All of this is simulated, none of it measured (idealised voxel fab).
process module | voxel released beams
cross-section cut | 190 nm wide | cells 5 nm
A cross-section is a grid of square cells, given in bands from the top down. A band is one or more rows of cells.
Each band's line starts with the height of the band's top and of its bottom, in nm. Then come its materials from left to right, each with its width in nm. One material with "throughout" fills the band from edge to edge. "air" is empty space.
Height 0 is the level under which the wafer as received is all one material. The lowest band goes on downwards, as in "0 down".
A width such as "30 to 40" changes by the same amount from each row of cells to the next, from the band's top row to its bottom row.
"no change" after a step means that no cell of the cross-section changed.
closed voids: empty space of 8 cells or more with no open way to the top, each as width x height at its distance from the left edge, in nm
after a step's settings: what the simulator itself notes on the step
overlay nm, on a step with a mask: how far to the right of its planned place the mask lay; to the left if negative
plan
1 op RECEIVE | material Si
2 op CONFORMAL_DEP | material SiN | thk nm 10
3 op DIRECTIONAL_DEP | material SiO2 | thk nm 10
4 op DIRECTIONAL_DEP | material aC | thk nm 15
5 op PATTERN | tone open | mask id ANCHOR | material resist | width nm 35 | thk nm 35 | overlay nm 0
6 op DIRECTIONAL_ETCH | etch materials aC | depth nm 15
7 op STRIP | etch materials resist
8 op DIRECTIONAL_ETCH | etch materials SiO2 | depth nm 10
9 op STRIP | etch materials aC
10 op CONFORMAL_DEP | material TiN | thk nm 10
11 op DIRECTIONAL_DEP | material aC | thk nm 10
12 op PATTERN | tone cover | mask id BEAM | material resist | width nm 100 | thk nm 30 | overlay nm 0
13 op DIRECTIONAL_ETCH | etch materials aC | depth nm 10
14 op STRIP | etch materials resist
15 op DIRECTIONAL_ETCH | etch materials TiN | depth nm 10
16 op STRIP | etch materials aC
17 op STRIP | etch materials SiO2
as received, after step 1
  0 down: Si throughout
  closed voids: none
first wafer at the end, as planned
  30 to 20: air 40 | TiN 15 | air 15 | TiN 70 | air 50
  20 to 10: air 45 | TiN 35 | air 110
  10 to 0: SiN throughout
  0 down: Si throughout
  closed voids: none
second wafer at the end: like start, like plan, one mistake
  25 to 20: air 40 | TiN 15 | air 15 | TiN 70 | air 50
  20 to 10: air 40 to 45 | TiN 100 to 35 | air 50 to 110
  10 to 0: SiN throughout
  0 down: Si throughout
  closed voids: none
what went wrong: step 3 ran as: op DIRECTIONAL_DEP | material SiO2 | thk nm 5
at the end the second wafer has, in cells: 4 fewer of TiN
